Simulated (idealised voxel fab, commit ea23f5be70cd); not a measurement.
process module | voxel tone inversion
cross-section cut | 140 nm wide | cells 5 nm
A cross-section is a grid of square cells, given in bands from the top down. A band is one or more rows of cells.
Each band's line starts with the height of the band's top and of its bottom, in nm. Then come its materials from left to right, each with its width in nm. One material with "throughout" fills the band from edge to edge. "air" is empty space.
Height 0 is the level under which the wafer as received is all one material. The lowest band goes on downwards, as in "0 down".
A width such as "30 to 40" changes by the same amount from each row of cells to the next, from the band's top row to its bottom row.
"no change" after a step means that no cell of the cross-section changed.
closed voids: empty space of 8 cells or more with no open way to the top, each as width x height at its distance from the left edge, in nm
after a step's settings: what the simulator itself notes on the step
overlay nm, on a step with a mask: how far to the right of its planned place the mask lay; to the left if negative
plan
1 op RECEIVE | material Si
2 op CONFORMAL_DEP | material SiCN | thk nm 10
3 op DIRECTIONAL_DEP | material aC | thk nm 20
4 op PATTERN | tone cover | mask id POSTS | material resist | width nm 15 | pitch nm 45 | thk nm 30 | overlay nm 0
5 op DIRECTIONAL_ETCH | etch materials aC | depth nm 20
6 op STRIP | etch materials resist
7 op FILL_DEP | material lowk | thk nm 5
8 op CMP | height nm 30
9 op STRIP | etch materials aC
as received, after step 1
  0 down: Si throughout
  closed voids: none
a wafer at the end: this start, this plan, one mistake
  30 to 10: air 40 | lowk 15 | air 30 | lowk 15 | air 40
  10 to 0: SiCN throughout
  0 down: Si throughout
  closed voids: none
what went wrong: step 4 ran as: op PATTERN | tone open | mask id POSTS | material resist | width nm 15 | pitch nm 45 | thk nm 30 | overlay nm 0
